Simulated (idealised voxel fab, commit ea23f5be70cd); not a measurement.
Process module name: voxel capacitor over wiring
In the cross-section labelled cut, the width is 235 nm and each square cell is 5 nm.
The cross-sections in this document take the form of a grid made of square cells. They are written out as bands, in order from top to bottom. Each band consists of one or more rows of cells.
In this notation a band is specified by the heights of its top and bottom, in that order and in nm, after which its materials appear from left to right, each paired with its width in nm. The word "full width" attached to a single material means that material fills the band from edge to edge; the word "air" stands for empty space.
Heights are expressed relative to 0, this being the level below which the as-received wafer comprises one material exclusively. The lowest band is unbounded in the downward direction and is denoted as in "0..down".
Quick explanation for "30 to 40": the width changes in equal steps down the rows of cells, from the first number in the band's top row to the second number in its bottom row.
Given "remained unchanged" for a step, no cell of the cross-section differs between before and after that step.
Listed in "Entrapped void list": every empty space of 8 or more cells without an open way to the top. Form: width x height at distance, the distance being from the left edge, all in nm.
Text after the settings on a step's line: the simulator's own remark on that step.
overlay nm: where the mask lay relative to plan, measured to the right, on steps with a mask; negatives go left.
How should the pairs below be read? Each gives the cross-section before one process step and the cross-section after it, the latter drawn only to the lowest band that changed; the step that lies between them, with its settings, appears under the pair. Does a pair pick up where the pair above left off? Only where its entry headed "Pre-step profile" says so, since pairs can come from different runs of this module on the same starting wafer.
## Pre-step profile
150..120  85 resist / 15 air / 135 resist
120..105  aC full width
105..95  SiO2 full width
95..85  75 SiO2 / 60 TiN / 100 SiO2
85..80  75 SiO2 / 60 HfO2 / 100 SiO2
80..70  70 SiO2 / 70 TiN / 95 SiO2
70..50  75 SiO2 / 5 TiN / 5 Cu / 5 TiN / 145 SiO2
50..45  75 SiCN / 15 TiN / 145 SiCN
45..35  60 SiO2 / 5 TiN / 20 Cu / 5 TiN / 55 SiO2 / 5 TiN / 20 Cu / 5 TiN / 60 SiO2
35..30  60 SiCN / 30 TiN / 55 SiCN / 30 TiN / 60 SiCN
30..0  SiO2 full width
0..down  Si full width
Entrapped void list: none
## Sectional View, Post-Process
135..120  85 resist / 15 air / 135 resist
120..105  85 aC / 15 air / 135 aC
Below 105 it's all the same as before, nothing changed down there.
Entrapped void list: none
What process step lies between the two cross-sections above? DIRECTIONAL_ETCH: etch materials aC, depth nm 15
Pre-step profile: The cross-section prior to this step is the one presented after the step of the pair immediately above.
## Sectional View, Post-Process
120..105  85 aC / 15 air / 135 aC
Below 105 it's all the same as before, nothing changed down there.
Entrapped void list: none
What process step lies between the two cross-sections above? STRIP: etch materials resist
Pre-step profile: The cross-section prior to this step is the one presented after the step of the pair immediately above.
## Sectional View, Post-Process
120..105  85 aC / 15 air / 135 aC
105..95  85 SiO2 / 15 air / 135 SiO2
Below 95 it's all the same as before, nothing changed down there.
Entrapped void list: none
What process step lies between the two cross-sections above? DIRECTIONAL_ETCH: etch materials SiO2, depth nm 10
Pre-step profile: The cross-section prior to this step is the one presented after the step of the pair immediately above.
## Sectional View, Post-Process
105..95  85 SiO2 / 15 air / 135 SiO2
Below 95 it's all the same as before, nothing changed down there.
Entrapped void list: none
What process step lies between the two cross-sections above? STRIP: etch materials aC
Pre-step profile: The cross-section prior to this step is the one presented after the step of the pair immediately above.
## Sectional View, Post-Process
110..105  90 TiN / 5 air / 140 TiN
105..100  85 SiO2 / 5 TiN / 5 air / 5 TiN / 135 SiO2
100..95  85 SiO2 / 15 TiN / 135 SiO2
Below 95 it's all the same as before, nothing changed down there.
Entrapped void list: none
What process step lies between the two cross-sections above? CONFORMAL_DEP: material TiN, thk nm 5
Pre-step profile: The cross-section prior to this step is the one presented after the step of the pair immediately above.
## Sectional View, Post-Process
120..110  Ru full width
110..105  90 TiN / 5 Ru / 140 TiN
105..100  85 SiO2 / 5 TiN / 5 Ru / 5 TiN / 135 SiO2
Below 100 it's all the same as before, nothing changed down there.
Entrapped void list: none
What process step lies between the two cross-sections above? FILL_DEP: material Ru, thk nm 10
Pre-step profile: The cross-section prior to this step is the one presented after the step of the pair immediately above.
## Sectional View, Post-Process
105..100  85 SiO2 / 5 TiN / 5 Ru / 5 TiN / 135 SiO2
Below 100 it's all the same as before, nothing changed down there.
Entrapped void list: none
What process step lies between the two cross-sections above? CMP: height nm 105
Pre-step profile: The cross-section prior to this step is the one presented after the step of the pair immediately above.
## Sectional View, Post-Process
110..105  SiN full width
Below 105 it's all the same as before, nothing changed down there.
Entrapped void list: none
What process step lies between the two cross-sections above? CONFORMAL_DEP: material SiN, thk nm 5
## Pre-step profile
45..20  60 SiO2 / 5 TiN / 20 Cu / 5 TiN / 55 SiO2 / 5 TiN / 20 Cu / 5 TiN / 60 SiO2
20..15  60 SiCN / 30 TiN / 55 SiCN / 30 TiN / 60 SiCN
15..0  SiO2 full width
0..down  Si full width
Entrapped void list: none
## Sectional View, Post-Process
65..45  SiO2 full width
Below 45 it's all the same as before, nothing changed down there.
Entrapped void list: none
What process step lies between the two cross-sections above? DIRECTIONAL_DEP: material SiO2, thk nm 20
Pre-step profile: The cross-section prior to this step is the one presented after the step of the pair immediately above.
## Sectional View, Post-Process
70..65  SiCN full width
Below 65 it's all the same as before, nothing changed down there.
Entrapped void list: none
What process step lies between the two cross-sections above? CONFORMAL_DEP: material SiCN, thk nm 5
Pre-step profile: The cross-section prior to this step is the one presented after the step of the pair immediately above.
## Sectional View, Post-Process
85..70  aC full width
Below 70 it's all the same as before, nothing changed down there.
Entrapped void list: none
What process step lies between the two cross-sections above? DIRECTIONAL_DEP: material aC, thk nm 15
Pre-step profile: The cross-section prior to this step is the one presented after the step of the pair immediately above.
## Sectional View, Post-Process
115..85  75 resist / 15 air / 145 resist
Below 85 it's all the same as before, nothing changed down there.
Entrapped void list: none
What process step lies between the two cross-sections above? PATTERN: tone open, mask id PLUG_1, material resist, width nm 15, thk nm 30, overlay nm 0
Pre-step profile: The cross-section prior to this step is the one presented after the step of the pair immediately above.
## Sectional View, Post-Process
100..85  75 resist / 15 air / 145 resist
85..70  75 aC / 15 air / 145 aC
Below 70 it's all the same as before, nothing changed down there.
Entrapped void list: none
What process step lies between the two cross-sections above? DIRECTIONAL_ETCH: etch materials aC, depth nm 15
Pre-step profile: The cross-section prior to this step is the one presented after the step of the pair immediately above.
## Sectional View, Post-Process
85..70  75 aC / 15 air / 145 aC
Below 70 it's all the same as before, nothing changed down there.
Entrapped void list: none
What process step lies between the two cross-sections above? STRIP: etch materials resist
Pre-step profile: The cross-section prior to this step is the one presented after the step of the pair immediately above.
## Sectional View, Post-Process
85..70  75 aC / 15 air / 145 aC
70..65  75 SiCN / 15 air / 145 SiCN
Below 65 it's all the same as before, nothing changed down there.
Entrapped void list: none
What process step lies between the two cross-sections above? DIRECTIONAL_ETCH: etch materials SiCN, depth nm 5
Pre-step profile: The cross-section prior to this step is the one presented after the step of the pair immediately above.
## Sectional View, Post-Process
70..65  75 SiCN / 15 air / 145 SiCN
Below 65 it's all the same as before, nothing changed down there.
Entrapped void list: none
What process step lies between the two cross-sections above? STRIP: etch materials aC
Pre-step profile: The cross-section prior to this step is the one presented after the step of the pair immediately above.
## Sectional View, Post-Process
75..70  80 TiN / 5 air / 150 TiN
70..65  75 SiCN / 15 TiN / 145 SiCN
Below 65 it's all the same as before, nothing changed down there.
Entrapped void list: none
What process step lies between the two cross-sections above? CONFORMAL_DEP: material TiN, thk nm 5
Pre-step profile: The cross-section prior to this step is the one presented after the step of the pair immediately above.
## Sectional View, Post-Process
85..75  Cu full width
75..70  80 TiN / 5 Cu / 150 TiN
Below 70 it's all the same as before, nothing changed down there.
Entrapped void list: none
What process step lies between the two cross-sections above? FILL_DEP: material Cu, thk nm 10
Pre-step profile: The cross-section prior to this step is the one presented after the step of the pair immediately above.
## Sectional View, Post-Process
70..65  75 SiCN / 15 TiN / 145 SiCN
Below 65 it's all the same as before, nothing changed down there.
Entrapped void list: none
What process step lies between the two cross-sections above? CMP: height nm 70
Pre-step profile: The cross-section prior to this step is the one presented after the step of the pair immediately above.
## Sectional View, Post-Process
80..70  TiN full width
Below 70 it's all the same as before, nothing changed down there.
Entrapped void list: none
What process step lies between the two cross-sections above? DIRECTIONAL_DEP: material TiN, thk nm 10
Pre-step profile: The cross-section prior to this step is the one presented after the step of the pair immediately above.
## Sectional View, Post-Process
85..80  HfO2 full width
Below 80 it's all the same as before, nothing changed down there.
Entrapped void list: none
What process step lies between the two cross-sections above? DIRECTIONAL_DEP: material HfO2, thk nm 5
Pre-step profile: The cross-section prior to this step is the one presented after the step of the pair immediately above.
## Sectional View, Post-Process
95..85  TiN full width
Below 85 it's all the same as before, nothing changed down there.
Entrapped void list: none
What process step lies between the two cross-sections above? DIRECTIONAL_DEP: material TiN, thk nm 10
Pre-step profile: The cross-section prior to this step is the one presented after the step of the pair immediately above.
## Sectional View, Post-Process
110..95  75 air / 60 resist / 100 air
Below 95 it's all the same as before, nothing changed down there.
Entrapped void list: none
What process step lies between the two cross-sections above? PATTERN: tone cover, mask id UPPER_PLATE, material resist, width nm 60, thk nm 15, overlay nm 0
Pre-step profile: The cross-section prior to this step is the one presented after the step of the pair immediately above.
## Sectional View, Post-Process
110..95  75 air / 60 resist / 100 air
95..85  75 air / 60 TiN / 100 air
Below 85 it's all the same as before, nothing changed down there.
Entrapped void list: none
What process step lies between the two cross-sections above? DIRECTIONAL_ETCH: etch materials TiN, depth nm 10
Pre-step profile: The cross-section prior to this step is the one presented after the step of the pair immediately above.
## Sectional View, Post-Process
110..95  75 air / 60 resist / 100 air
95..85  75 air / 60 TiN / 100 air
85..80  75 air / 60 HfO2 / 100 air
Below 80 it's all the same as before, nothing changed down there.
Entrapped void list: none
What process step lies between the two cross-sections above? DIRECTIONAL_ETCH: etch materials HfO2, depth nm 5
Pre-step profile: The cross-section prior to this step is the one presented after the step of the pair immediately above.
## Sectional View, Post-Process
95..85  75 air / 60 TiN / 100 air
Below 85 it's all the same as before, nothing changed down there.
Entrapped void list: none
What process step lies between the two cross-sections above? STRIP: etch materials resist
Pre-step profile: The cross-section prior to this step is the one presented after the step of the pair immediately above.
## Sectional View, Post-Process
95..85  75 air / 60 TiN / 100 air
85..80  75 air / 60 HfO2 / 100 air
80..70  70 air / 70 TiN / 95 air
Below 70 it's all the same as before, nothing changed down there.
Entrapped void list: none
What process step lies between the two cross-sections above? MASKED_ETCH: tone cover, mask id LOWER_PLATE, width nm 70, etch materials TiN, depth nm 10, overlay nm 0
Pre-step profile: The cross-section prior to this step is the one presented after the step of the pair immediately above.
## Sectional View, Post-Process
110..95  SiO2 full width
95..85  75 SiO2 / 60 TiN / 100 SiO2
85..80  75 SiO2 / 60 HfO2 / 100 SiO2
80..70  70 SiO2 / 70 TiN / 95 SiO2
Below 70 it's all the same as before, nothing changed down there.
Entrapped void list: none
What process step lies between the two cross-sections above? FILL_DEP: material SiO2, thk nm 15
Pre-step profile: The cross-section prior to this step is the one presented after the step of the pair immediately above.
## Sectional View, Post-Process
105..95  SiO2 full width
Below 95 it's all the same as before, nothing changed down there.
Entrapped void list: none
What process step lies between the two cross-sections above? CMP: height nm 105
Pre-step profile: The cross-section prior to this step is the one presented after the step of the pair immediately above.
## Sectional View, Post-Process
120..105  aC full width
Below 105 it's all the same as before, nothing changed down there.
Entrapped void list: none
What process step lies between the two cross-sections above? DIRECTIONAL_DEP: material aC, thk nm 15
Pre-step profile: The cross-section prior to this step is the one presented after the step of the pair immediately above.
## Sectional View, Post-Process
150..120  85 resist / 15 air / 135 resist
Below 120 it's all the same as before, nothing changed down there.
Entrapped void list: none
What process step lies between the two cross-sections above? PATTERN: tone open, mask id PLUG_2, material resist, width nm 15, thk nm 30, overlay nm 0
Pre-step profile: The cross-section prior to this step is the one presented after the step of the pair immediately above.
## Sectional View, Post-Process
135..120  85 resist / 15 air / 135 resist
120..105  85 aC / 15 air / 135 aC
Below 105 it's all the same as before, nothing changed down there.
Entrapped void list: none
What process step lies between the two cross-sections above? DIRECTIONAL_ETCH: etch materials aC, depth nm 15
Pre-step profile: The cross-section prior to this step is the one presented after the step of the pair immediately above.
## Sectional View, Post-Process
120..105  85 aC / 15 air / 135 aC
Below 105 it's all the same as before, nothing changed down there.
Entrapped void list: none
What process step lies between the two cross-sections above? STRIP: etch materials resist
Pre-step profile: The cross-section prior to this step is the one presented after the step of the pair immediately above.
## Sectional View, Post-Process
120..105  85 aC / 15 air / 135 aC
105..95  85 SiO2 / 15 air / 135 SiO2
Below 95 it's all the same as before, nothing changed down there.
Entrapped void list: none
What process step lies between the two cross-sections above? DIRECTIONAL_ETCH: etch materials SiO2, depth nm 10
Pre-step profile: The cross-section prior to this step is the one presented after the step of the pair immediately above.
## Sectional View, Post-Process
105..95  85 SiO2 / 15 air / 135 SiO2
Below 95 it's all the same as before, nothing changed down there.
Entrapped void list: none
What process step lies between the two cross-sections above? STRIP: etch materials aC
Pre-step profile: The cross-section prior to this step is the one presented after the step of the pair immediately above.
## Sectional View, Post-Process
110..105  90 TiN / 5 air / 140 TiN
105..100  85 SiO2 / 5 TiN / 5 air / 5 TiN / 135 SiO2
100..95  85 SiO2 / 15 TiN / 135 SiO2
Below 95 it's all the same as before, nothing changed down there.
Entrapped void list: none
What process step lies between the two cross-sections above? CONFORMAL_DEP: material TiN, thk nm 5
Pre-step profile: The cross-section prior to this step is the one presented after the step of the pair immediately above.
## Sectional View, Post-Process
120..110  Ru full width
110..105  90 TiN / 5 Ru / 140 TiN
105..100  85 SiO2 / 5 TiN / 5 Ru / 5 TiN / 135 SiO2
Below 100 it's all the same as before, nothing changed down there.
Entrapped void list: none
What process step lies between the two cross-sections above? FILL_DEP: material Ru, thk nm 10
Pre-step profile: The cross-section prior to this step is the one presented after the step of the pair immediately above.
## Sectional View, Post-Process
105..100  85 SiO2 / 5 TiN / 5 Ru / 5 TiN / 135 SiO2
Below 100 it's all the same as before, nothing changed down there.
Entrapped void list: none
What process step lies between the two cross-sections above? CMP: height nm 105
Pre-step profile: The cross-section prior to this step is the one presented after the step of the pair immediately above.
## Sectional View, Post-Process
110..105  SiN full width
Below 105 it's all the same as before, nothing changed down there.
Entrapped void list: none
What process step lies between the two cross-sections above? CONFORMAL_DEP: material SiN, thk nm 5
## Pre-step profile
110..95  75 air / 60 resist / 100 air
95..85  TiN full width
85..80  HfO2 full width
80..70  TiN full width
70..50  75 SiO2 / 5 TiN / 5 Cu / 5 TiN / 145 SiO2
50..45  75 SiCN / 15 TiN / 145 SiCN
45..20  60 SiO2 / 5 TiN / 20 Cu / 5 TiN / 55 SiO2 / 5 TiN / 20 Cu / 5 TiN / 60 SiO2
20..15  60 SiCN / 30 TiN / 55 SiCN / 30 TiN / 60 SiCN
15..0  SiO2 full width
0..down  Si full width
Entrapped void list: none
## Sectional View, Post-Process
110..95  75 air / 60 resist / 100 air
95..90  75 air / 60 TiN / 100 air
Below 90 it's all the same as before, nothing changed down there.
Entrapped void list: none
What process step lies between the two cross-sections above? DIRECTIONAL_ETCH: etch materials TiN, depth nm 5
Pre-step profile: The cross-section prior to this step is the one presented after the step of the pair immediately above.
## Sectional View, Post-Process
95..90  75 air / 60 TiN / 100 air
Below 90 it's all the same as before, nothing changed down there.
Entrapped void list: none
What process step lies between the two cross-sections above? STRIP: etch materials resist
Pre-step profile: The cross-section prior to this step is the one presented after the step of the pair immediately above.
## Sectional View, Post-Process
95..85  75 to 70 air / 60 to 70 TiN / 100 to 95 air
Below 85 it's all the same as before, nothing changed down there.
Entrapped void list: none
What process step lies between the two cross-sections above? MASKED_ETCH: tone cover, mask id LOWER_PLATE, width nm 70, etch materials TiN, depth nm 10, overlay nm 0
Pre-step profile: The cross-section prior to this step is the one presented after the step of the pair immediately above.
## Sectional View, Post-Process
110..95  SiO2 full width
95..85  75 to 70 SiO2 / 60 to 70 TiN / 100 to 95 SiO2
Below 85 it's all the same as before, nothing changed down there.
Entrapped void list: none
What process step lies between the two cross-sections above? FILL_DEP: material SiO2, thk nm 15
Pre-step profile: The cross-section prior to this step is the one presented after the step of the pair immediately above.
## Sectional View, Post-Process
105..95  SiO2 full width
Below 95 it's all the same as before, nothing changed down there.
Entrapped void list: none
What process step lies between the two cross-sections above? CMP: height nm 105
Pre-step profile: The cross-section prior to this step is the one presented after the step of the pair immediately above.
## Sectional View, Post-Process
120..105  aC full width
Below 105 it's all the same as before, nothing changed down there.
Entrapped void list: none
What process step lies between the two cross-sections above? DIRECTIONAL_DEP: material aC, thk nm 15
Pre-step profile: The cross-section prior to this step is the one presented after the step of the pair immediately above.
## Sectional View, Post-Process
150..120  85 resist / 15 air / 135 resist
Below 120 it's all the same as before, nothing changed down there.
Entrapped void list: none
What process step lies between the two cross-sections above? PATTERN: tone open, mask id PLUG_2, material resist, width nm 15, thk nm 30, overlay nm 0
Pre-step profile: The cross-section prior to this step is the one presented after the step of the pair immediately above.
## Sectional View, Post-Process
135..120  85 resist / 15 air / 135 resist
120..105  85 aC / 15 air / 135 aC
Below 105 it's all the same as before, nothing changed down there.
Entrapped void list: none
What process step lies between the two cross-sections above? DIRECTIONAL_ETCH: etch materials aC, depth nm 15
Pre-step profile: The cross-section prior to this step is the one presented after the step of the pair immediately above.
## Sectional View, Post-Process
120..105  85 aC / 15 air / 135 aC
Below 105 it's all the same as before, nothing changed down there.
Entrapped void list: none
What process step lies between the two cross-sections above? STRIP: etch materials resist
Pre-step profile: The cross-section prior to this step is the one presented after the step of the pair immediately above.
## Sectional View, Post-Process
120..105  85 aC / 15 air / 135 aC
105..95  85 SiO2 / 15 air / 135 SiO2
Below 95 it's all the same as before, nothing changed down there.
Entrapped void list: none
What process step lies between the two cross-sections above? DIRECTIONAL_ETCH: etch materials SiO2, depth nm 10
Pre-step profile: The cross-section prior to this step is the one presented after the step of the pair immediately above.
## Sectional View, Post-Process
105..95  85 SiO2 / 15 air / 135 SiO2
Below 95 it's all the same as before, nothing changed down there.
Entrapped void list: none
What process step lies between the two cross-sections above? STRIP: etch materials aC
Pre-step profile: The cross-section prior to this step is the one presented after the step of the pair immediately above.
## Sectional View, Post-Process
110..105  90 TiN / 5 air / 140 TiN
105..100  85 SiO2 / 5 TiN / 5 air / 5 TiN / 135 SiO2
100..90  85 to 75 SiO2 / 15 to 60 TiN / 135 to 100 SiO2
Below 90 it's all the same as before, nothing changed down there.
Entrapped void list: none
What process step lies between the two cross-sections above? CONFORMAL_DEP: material TiN, thk nm 5
Pre-step profile: The cross-section prior to this step is the one presented after the step of the pair immediately above.
## Sectional View, Post-Process
120..110  Ru full width
110..105  90 TiN / 5 Ru / 140 TiN
105..100  85 SiO2 / 5 TiN / 5 Ru / 5 TiN / 135 SiO2
Below 100 it's all the same as before, nothing changed down there.
Entrapped void list: none
What process step lies between the two cross-sections above? FILL_DEP: material Ru, thk nm 10
Pre-step profile: The cross-section prior to this step is the one presented after the step of the pair immediately above.
## Sectional View, Post-Process
105..100  85 SiO2 / 5 TiN / 5 Ru / 5 TiN / 135 SiO2
Below 100 it's all the same as before, nothing changed down there.
Entrapped void list: none
What process step lies between the two cross-sections above? CMP: height nm 105
Pre-step profile: The cross-section prior to this step is the one presented after the step of the pair immediately above.
## Sectional View, Post-Process
110..105  SiN full width
Below 105 it's all the same as before, nothing changed down there.
Entrapped void list: none
What process step lies between the two cross-sections above? CONFORMAL_DEP: material SiN, thk nm 5
## Pre-step profile
45..20  SiO2 full width
20..15  SiCN full width
15..0  SiO2 full width
0..down  Si full width
Entrapped void list: none
## Sectional View, Post-Process
45..20  55 SiO2 / 40 air / 45 SiO2 / 40 air / 55 SiO2
Below 20 it's all the same as before, nothing changed down there.
Entrapped void list: none
What process step lies between the two cross-sections above? MASKED_ETCH: tone open, mask id METAL_1, width nm 40, pitch nm 85, etch materials SiO2, depth nm 25, overlay nm 0
Pre-step profile: The cross-section prior to this step is the one presented after the step of the pair immediately above.
## Sectional View, Post-Process
45..20  55 SiO2 / 40 air / 45 SiO2 / 40 air / 55 SiO2
20..15  60 SiCN / 30 air / 55 SiCN / 30 air / 60 SiCN
Below 15 it's all the same as before, nothing changed down there.
Entrapped void list: none
What process step lies between the two cross-sections above? MASKED_ETCH: tone open, mask id METAL_1, width nm 30, pitch nm 85, etch materials SiCN, depth nm 5, overlay nm 0
Pre-step profile: The cross-section prior to this step is the one presented after the step of the pair immediately above.
## Sectional View, Post-Process
50..45  60 TiN / 30 air / 55 TiN / 30 air / 60 TiN
45..25  55 SiO2 / 5 TiN / 30 air / 5 TiN / 45 SiO2 / 5 TiN / 30 air / 5 TiN / 55 SiO2
25..20  55 SiO2 / 10 TiN / 20 air / 10 TiN / 45 SiO2 / 10 TiN / 20 air / 10 TiN / 55 SiO2
20..15  60 SiCN / 30 TiN / 55 SiCN / 30 TiN / 60 SiCN
Below 15 it's all the same as before, nothing changed down there.
Entrapped void list: none
What process step lies between the two cross-sections above? CONFORMAL_DEP: material TiN, thk nm 5
Pre-step profile: The cross-section prior to this step is the one presented after the step of the pair immediately above.
## Sectional View, Post-Process
55..50  Cu full width
50..45  60 TiN / 30 Cu / 55 TiN / 30 Cu / 60 TiN
45..25  55 SiO2 / 5 TiN / 30 Cu / 5 TiN / 45 SiO2 / 5 TiN / 30 Cu / 5 TiN / 55 SiO2
25..20  55 SiO2 / 10 TiN / 20 Cu / 10 TiN / 45 SiO2 / 10 TiN / 20 Cu / 10 TiN / 55 SiO2
Below 20 it's all the same as before, nothing changed down there.
Entrapped void list: none
What process step lies between the two cross-sections above? FILL_DEP: material Cu, thk nm 5
Pre-step profile: The cross-section prior to this step is the one presented after the step of the pair immediately above.
## Sectional View, Post-Process
45..25  55 SiO2 / 5 TiN / 30 Cu / 5 TiN / 45 SiO2 / 5 TiN / 30 Cu / 5 TiN / 55 SiO2
Below 25 it's all the same as before, nothing changed down there.
Entrapped void list: none
What process step lies between the two cross-sections above? CMP: height nm 45
Pre-step profile: The cross-section prior to this step is the one presented after the step of the pair immediately above.
## Sectional View, Post-Process
50..45  SiCN full width
Below 45 it's all the same as before, nothing changed down there.
Entrapped void list: none
What process step lies between the two cross-sections above? CONFORMAL_DEP: material SiCN, thk nm 5
Pre-step profile: The cross-section prior to this step is the one presented after the step of the pair immediately above.
## Sectional View, Post-Process
70..50  SiO2 full width
Below 50 it's all the same as before, nothing changed down there.
Entrapped void list: none
What process step lies between the two cross-sections above? DIRECTIONAL_DEP: material SiO2, thk nm 20
Pre-step profile: The cross-section prior to this step is the one presented after the step of the pair immediately above.
## Sectional View, Post-Process
85..70  aC full width
Below 70 it's all the same as before, nothing changed down there.
Entrapped void list: none
What process step lies between the two cross-sections above? DIRECTIONAL_DEP: material aC, thk nm 15
Pre-step profile: The cross-section prior to this step is the one presented after the step of the pair immediately above.
## Sectional View, Post-Process
115..85  75 resist / 15 air / 145 resist
Below 85 it's all the same as before, nothing changed down there.
Entrapped void list: none
What process step lies between the two cross-sections above? PATTERN: tone open, mask id PLUG_1, material resist, width nm 15, thk nm 30, overlay nm 0
Pre-step profile: The cross-section prior to this step is the one presented after the step of the pair immediately above.
## Sectional View, Post-Process
100..85  75 resist / 15 air / 145 resist
85..70  75 aC / 15 air / 145 aC
Below 70 it's all the same as before, nothing changed down there.
Entrapped void list: none
What process step lies between the two cross-sections above? DIRECTIONAL_ETCH: etch materials aC, depth nm 15
Pre-step profile: The cross-section prior to this step is the one presented after the step of the pair immediately above.
## Sectional View, Post-Process
85..70  75 aC / 15 air / 145 aC
Below 70 it's all the same as before, nothing changed down there.
Entrapped void list: none
What process step lies between the two cross-sections above? STRIP: etch materials resist
Pre-step profile: The cross-section prior to this step is the one presented after the step of the pair immediately above.
## Sectional View, Post-Process
85..70  75 aC / 15 air / 145 aC
70..50  75 SiO2 / 15 air / 145 SiO2
Below 50 it's all the same as before, nothing changed down there.
Entrapped void list: none
What process step lies between the two cross-sections above? DIRECTIONAL_ETCH: etch materials SiO2, depth nm 20
Pre-step profile: The cross-section prior to this step is the one presented after the step of the pair immediately above.
## Sectional View, Post-Process
85..70  75 aC / 15 air / 145 aC
70..50  75 SiO2 / 15 air / 145 SiO2
50..45  75 SiCN / 15 air / 145 SiCN
Below 45 it's all the same as before, nothing changed down there.
Entrapped void list: none
What process step lies between the two cross-sections above? DIRECTIONAL_ETCH: etch materials SiCN, depth nm 5
Pre-step profile: The cross-section prior to this step is the one presented after the step of the pair immediately above.
## Sectional View, Post-Process
70..50  75 SiO2 / 15 air / 145 SiO2
Below 50 it's all the same as before, nothing changed down there.
Entrapped void list: none
What process step lies between the two cross-sections above? STRIP: etch materials aC
Pre-step profile: The cross-section prior to this step is the one presented after the step of the pair immediately above.
## Sectional View, Post-Process
75..70  80 TiN / 5 air / 150 TiN
70..50  75 SiO2 / 5 TiN / 5 air / 5 TiN / 145 SiO2
50..45  75 SiCN / 15 TiN / 145 SiCN
Below 45 it's all the same as before, nothing changed down there.
Entrapped void list: none
What process step lies between the two cross-sections above? CONFORMAL_DEP: material TiN, thk nm 5
Pre-step profile: The cross-section prior to this step is the one presented after the step of the pair immediately above.
## Sectional View, Post-Process
85..75  Cu full width
75..70  80 TiN / 5 Cu / 150 TiN
70..50  75 SiO2 / 5 TiN / 5 Cu / 5 TiN / 145 SiO2
Below 50 it's all the same as before, nothing changed down there.
Entrapped void list: none
What process step lies between the two cross-sections above? FILL_DEP: material Cu, thk nm 10
Pre-step profile: The cross-section prior to this step is the one presented after the step of the pair immediately above.
## Sectional View, Post-Process
70..50  75 SiO2 / 5 TiN / 5 Cu / 5 TiN / 145 SiO2
Below 50 it's all the same as before, nothing changed down there.
Entrapped void list: none
What process step lies between the two cross-sections above? CMP: height nm 70
Pre-step profile: The cross-section prior to this step is the one presented after the step of the pair immediately above.
## Sectional View, Post-Process
80..70  TiN full width
Below 70 it's all the same as before, nothing changed down there.
Entrapped void list: none
What process step lies between the two cross-sections above? DIRECTIONAL_DEP: material TiN, thk nm 10
Pre-step profile: The cross-section prior to this step is the one presented after the step of the pair immediately above.
## Sectional View, Post-Process
85..80  HfO2 full width
Below 80 it's all the same as before, nothing changed down there.
Entrapped void list: none
What process step lies between the two cross-sections above? DIRECTIONAL_DEP: material HfO2, thk nm 5
Pre-step profile: The cross-section prior to this step is the one presented after the step of the pair immediately above.
## Sectional View, Post-Process
95..85  TiN full width
Below 85 it's all the same as before, nothing changed down there.
Entrapped void list: none
What process step lies between the two cross-sections above? DIRECTIONAL_DEP: material TiN, thk nm 10
Pre-step profile: The cross-section prior to this step is the one presented after the step of the pair immediately above.
## Sectional View, Post-Process
110..95  75 air / 60 resist / 100 air
Below 95 it's all the same as before, nothing changed down there.
Entrapped void list: none
What process step lies between the two cross-sections above? PATTERN: tone cover, mask id UPPER_PLATE, material resist, width nm 60, thk nm 15, overlay nm 0
Pre-step profile: The cross-section prior to this step is the one presented after the step of the pair immediately above.
## Sectional View, Post-Process
110..95  75 air / 60 resist / 100 air
95..85  75 air / 60 TiN / 100 air
Below 85 it's all the same as before, nothing changed down there.
Entrapped void list: none
What process step lies between the two cross-sections above? DIRECTIONAL_ETCH: etch materials TiN, depth nm 10
Pre-step profile: The cross-section prior to this step is the one presented after the step of the pair immediately above.
## Sectional View, Post-Process
110..95  75 air / 60 resist / 100 air
95..85  75 air / 60 TiN / 100 air
85..80  75 air / 60 HfO2 / 100 air
Below 80 it's all the same as before, nothing changed down there.
Entrapped void list: none
What process step lies between the two cross-sections above? DIRECTIONAL_ETCH: etch materials HfO2, depth nm 5
Pre-step profile: The cross-section prior to this step is the one presented after the step of the pair immediately above.
## Sectional View, Post-Process
95..85  75 air / 60 TiN / 100 air
Below 85 it's all the same as before, nothing changed down there.
Entrapped void list: none
What process step lies between the two cross-sections above? STRIP: etch materials resist
Pre-step profile: The cross-section prior to this step is the one presented after the step of the pair immediately above.
## Sectional View, Post-Process
95..85  75 air / 60 TiN / 100 air
85..80  75 air / 60 HfO2 / 100 air
80..70  70 air / 70 TiN / 95 air
Below 70 it's all the same as before, nothing changed down there.
Entrapped void list: none
What process step lies between the two cross-sections above? MASKED_ETCH: tone cover, mask id LOWER_PLATE, width nm 70, etch materials TiN, depth nm 10, overlay nm 0
Pre-step profile: The cross-section prior to this step is the one presented after the step of the pair immediately above.
## Sectional View, Post-Process
110..95  SiO2 full width
95..85  75 SiO2 / 60 TiN / 100 SiO2
85..80  75 SiO2 / 60 HfO2 / 100 SiO2
80..70  70 SiO2 / 70 TiN / 95 SiO2
Below 70 it's all the same as before, nothing changed down there.
Entrapped void list: none
What process step lies between the two cross-sections above? FILL_DEP: material SiO2, thk nm 15
Pre-step profile: The cross-section prior to this step is the one presented after the step of the pair immediately above.
## Sectional View, Post-Process
105..95  SiO2 full width
Below 95 it's all the same as before, nothing changed down there.
Entrapped void list: none
What process step lies between the two cross-sections above? CMP: height nm 105
Pre-step profile: The cross-section prior to this step is the one presented after the step of the pair immediately above.
## Sectional View, Post-Process
120..105  aC full width
Below 105 it's all the same as before, nothing changed down there.
Entrapped void list: none
What process step lies between the two cross-sections above? DIRECTIONAL_DEP: material aC, thk nm 15
Pre-step profile: The cross-section prior to this step is the one presented after the step of the pair immediately above.
## Sectional View, Post-Process
150..120  85 resist / 15 air / 135 resist
Below 120 it's all the same as before, nothing changed down there.
Entrapped void list: none
What process step lies between the two cross-sections above? PATTERN: tone open, mask id PLUG_2, material resist, width nm 15, thk nm 30, overlay nm 0
Pre-step profile: The cross-section prior to this step is the one presented after the step of the pair immediately above.
## Sectional View, Post-Process
135..120  85 resist / 15 air / 135 resist
120..105  85 aC / 15 air / 135 aC
Below 105 it's all the same as before, nothing changed down there.
Entrapped void list: none
What process step lies between the two cross-sections above? DIRECTIONAL_ETCH: etch materials aC, depth nm 15
Pre-step profile: The cross-section prior to this step is the one presented after the step of the pair immediately above.
## Sectional View, Post-Process
120..105  85 aC / 15 air / 135 aC
Below 105 it's all the same as before, nothing changed down there.
Entrapped void list: none
What process step lies between the two cross-sections above? STRIP: etch materials resist
Pre-step profile: The cross-section prior to this step is the one presented after the step of the pair immediately above.
## Sectional View, Post-Process
120..105  85 aC / 15 air / 135 aC
105..95  85 SiO2 / 15 air / 135 SiO2
Below 95 it's all the same as before, nothing changed down there.
Entrapped void list: none
What process step lies between the two cross-sections above? DIRECTIONAL_ETCH: etch materials SiO2, depth nm 10
Pre-step profile: The cross-section prior to this step is the one presented after the step of the pair immediately above.
## Sectional View, Post-Process
105..95  85 SiO2 / 15 air / 135 SiO2
Below 95 it's all the same as before, nothing changed down there.
Entrapped void list: none
What process step lies between the two cross-sections above? STRIP: etch materials aC
